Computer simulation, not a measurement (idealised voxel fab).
Documented hereafter: the process module known as voxel wiring stack.
Square cells of 5 nm make up the cross-section cut, whose width is 170 nm.
Square cells in a grid make up a cross-section in this document, and the grid is given as bands, listed from the top down, each one or more rows of cells. Band: top and bottom heights (nm) first, top before bottom; then materials from left to right, widths in nm. "throughout" marks a sole material filling the band edge to edge. "empty" denotes empty space. Heights from 0 (as-received wafer is one material below). Bottom band endless downward, as "top 0, no bottom". Width "30 to 40": first value at the band's top row of cells, second value at its bottom row, equal change from row to row. "stayed the same" (step): cross-section cells unchanged, all of them. Closed-off voids of 8+ cells (no open route to the top) go in "Enclosed void catalog", written width x height at distance from the left edge, in nm. Read whatever lies past the settings on a step's line as the simulator's own remark about the step. When a step includes a mask, the "overlay nm" setting on its line states how far to the right of its planned place that mask lay, and negative values state how far to the left.

Planned process steps:
- 1: RECEIVE,material Si
- 2: CONFORMAL_DEP,material SiO2,thk nm 15
- 3: DIRECTIONAL_DEP,material TiN,thk nm 5
- 4: DIRECTIONAL_DEP,material W,thk nm 15
- 5: DIRECTIONAL_DEP,material aC,thk nm 15
- 6: PATTERN,tone cover,mask id METAL_1,material resist,width nm 25,pitch nm 40,thk nm 35,overlay nm 0
- 7: DIRECTIONAL_ETCH,etch materials aC,depth nm 15
- 8: STRIP,etch materials resist
- 9: DIRECTIONAL_ETCH,etch materials W,depth nm 15
- 10: DIRECTIONAL_ETCH,etch materials TiN,depth nm 5
- 11: STRIP,etch materials aC
- 12: CONFORMAL_DEP,material SiN,thk nm 5
- 13: FILL_DEP,material SiO2,thk nm 5
- 14: CMP,height nm 35
- 15: CONFORMAL_DEP,material SiCN,thk nm 5
- 16: DIRECTIONAL_DEP,material SiO2,thk nm 25
- 17: DIRECTIONAL_DEP,material aC,thk nm 15
- 18: PATTERN,tone open,mask id METAL_2,material resist,width nm 25,pitch nm 40,thk nm 30,overlay nm 0
- 19: DIRECTIONAL_ETCH,etch materials aC,depth nm 15
- 20: STRIP,etch materials resist
- 21: DIRECTIONAL_ETCH,etch materials SiO2,depth nm 15
- 22: STRIP,etch materials aC
- 23: DIRECTIONAL_DEP,material aC,thk nm 10
- 24: PATTERN,tone open,mask id METAL_2_HOLES,material resist,width nm 15,pitch nm 80,thk nm 30,overlay nm 0
- 25: DIRECTIONAL_ETCH,etch materials aC,depth nm 10
- 26: STRIP,etch materials resist
- 27: DIRECTIONAL_ETCH,etch materials SiO2,depth nm 10
- 28: DIRECTIONAL_ETCH,etch materials SiCN,depth nm 5
- 29: STRIP,etch materials aC
- 30: CONFORMAL_DEP,material TiN,thk nm 5
- 31: FILL_DEP,material Cu,thk nm 5
- 32: CMP,height nm 65
- 33: CONFORMAL_DEP,material SiCN,thk nm 5
- 34: DIRECTIONAL_DEP,material lowk,thk nm 25
- 35: MASKED_ETCH,tone open,mask id METAL_3,width nm 25,pitch nm 40,etch materials lowk,depth nm 15,overlay nm 0
- 36: MASKED_ETCH,tone open,mask id METAL_3_HOLES,width nm 15,pitch nm 40,etch materials lowk,depth nm 10,overlay nm 0
- 37: MASKED_ETCH,tone open,mask id METAL_3_HOLES,width nm 15,pitch nm 40,etch materials SiCN,depth nm 5,overlay nm 0
- 38: CONFORMAL_DEP,material TiN,thk nm 5
- 39: FILL_DEP,material Cu,thk nm 10
- 40: CMP,height nm 95
- 41: CONFORMAL_DEP,material SiN,thk nm 5

Cross-section of the wafer at receipt, which is the condition after step 1:
> top 0, no bottom  Si throughout
> Enclosed void catalog: none

The first of the two wafers as seen in cross-section once the module was finished; processing followed the plan:
> top 100, bottom 95  SiN throughout
> top 95, bottom 85  30 lowk, then 5 TiN, then 15 Cu, then 5 TiN, then 15 lowk, then 5 TiN, then 15 Cu, then 5 TiN, then 15 lowk, then 5 TiN, then 15 Cu, then 5 TiN, then 35 lowk
> top 85, bottom 80  30 lowk, then 5 TiN, then 5 Cu, then 15 TiN, then 15 lowk, then 5 TiN, then 5 Cu, then 15 TiN, then 15 lowk, then 5 TiN, then 5 Cu, then 15 TiN, then 35 lowk
> top 80, bottom 70  30 lowk, then 5 TiN, then 5 Cu, then 5 TiN, then 25 lowk, then 5 TiN, then 5 Cu, then 5 TiN, then 25 lowk, then 5 TiN, then 5 Cu, then 5 TiN, then 45 lowk
> top 70, bottom 65  30 SiCN, then 15 TiN, then 25 SiCN, then 15 TiN, then 25 SiCN, then 15 TiN, then 45 SiCN
> top 65, bottom 55  30 SiO2, then 5 TiN, then 15 Cu, then 5 TiN, then 15 SiO2, then 5 TiN, then 15 Cu, then 5 TiN, then 15 SiO2, then 5 TiN, then 15 Cu, then 5 TiN, then 35 SiO2
> top 55, bottom 50  30 SiO2, then 5 TiN, then 5 Cu, then 15 TiN, then 15 SiO2, then 25 TiN, then 15 SiO2, then 5 TiN, then 5 Cu, then 15 TiN, then 35 SiO2
> top 50, bottom 40  30 SiO2, then 5 TiN, then 5 Cu, then 5 TiN, then 65 SiO2, then 5 TiN, then 5 Cu, then 5 TiN, then 45 SiO2
> top 40, bottom 35  30 SiCN, then 15 TiN, then 65 SiCN, then 15 TiN, then 45 SiCN
> top 35, bottom 20  25 SiO2, then 5 SiN, then 25 W, then 5 SiN, then 5 SiO2, then 5 SiN, then 25 W, then 5 SiN, then 5 SiO2, then 5 SiN, then 25 W, then 5 SiN, then 30 SiO2
> top 20, bottom 15  30 SiN, then 25 TiN, then 15 SiN, then 25 TiN, then 15 SiN, then 25 TiN, then 35 SiN
> top 15, bottom 0  SiO2 throughout
> top 0, no bottom  Si throughout
> Enclosed void catalog: none

This is the second of the two wafers, cross-sectioned at the end of the module; it started exactly like the first and was given the same plan, but it was run with one mistake:
> top 100, bottom 95  SiN throughout
> top 95, bottom 85  25 lowk, then 5 to 10 TiN, then 20 to 15 Cu, then 5 TiN, then 10 lowk, then 5 to 10 TiN, then 20 to 15 Cu, then 5 TiN, then 10 lowk, then 5 to 10 TiN, then 20 to 15 Cu, then 5 TiN, then 35 lowk
> top 85, bottom 75  30 lowk, then 5 TiN, then 10 Cu, then 10 to 5 TiN, then 15 to 20 lowk, then 5 TiN, then 10 Cu, then 10 to 5 TiN, then 15 to 20 lowk, then 5 TiN, then 10 Cu, then 10 to 5 TiN, then 35 to 40 lowk
> top 75, bottom 70  30 lowk, then 5 TiN, then 5 Cu, then 10 TiN, then 20 lowk, then 5 TiN, then 5 Cu, then 10 TiN, then 20 lowk, then 5 TiN, then 5 Cu, then 10 TiN, then 40 lowk
> top 70, bottom 65  30 SiCN, then 15 TiN, then 25 SiCN, then 15 TiN, then 25 SiCN, then 15 TiN, then 45 SiCN
> top 65, bottom 55  30 SiO2, then 5 TiN, then 15 Cu, then 5 TiN, then 15 SiO2, then 5 TiN, then 15 Cu, then 5 TiN, then 15 SiO2, then 5 TiN, then 15 Cu, then 5 TiN, then 35 SiO2
> top 55, bottom 50  30 SiO2, then 5 TiN, then 5 Cu, then 15 TiN, then 15 SiO2, then 25 TiN, then 15 SiO2, then 5 TiN, then 5 Cu, then 15 TiN, then 35 SiO2
> top 50, bottom 40  30 SiO2, then 5 TiN, then 5 Cu, then 5 TiN, then 65 SiO2, then 5 TiN, then 5 Cu, then 5 TiN, then 45 SiO2
> top 40, bottom 35  30 SiCN, then 15 TiN, then 65 SiCN, then 15 TiN, then 45 SiCN
> top 35, bottom 20  25 SiO2, then 5 SiN, then 25 W, then 5 SiN, then 5 SiO2, then 5 SiN, then 25 W, then 5 SiN, then 5 SiO2, then 5 SiN, then 25 W, then 5 SiN, then 30 SiO2
> top 20, bottom 15  30 SiN, then 25 TiN, then 15 SiN, then 25 TiN, then 15 SiN, then 25 TiN, then 35 SiN
> top 15, bottom 0  SiO2 throughout
> top 0, no bottom  Si throughout
> Enclosed void catalog: none
Finding, execution versus plan: not per plan at step 36, really ran MASKED_ETCH,tone open,mask id METAL_3_HOLES,width nm 25,pitch nm 40,etch materials lowk,depth nm 10,overlay nm 0
The second wafer ends with more or fewer cells of some materials than the first, per final count: 9 more of Cu, 3 more of TiN, 12 fewer of lowk
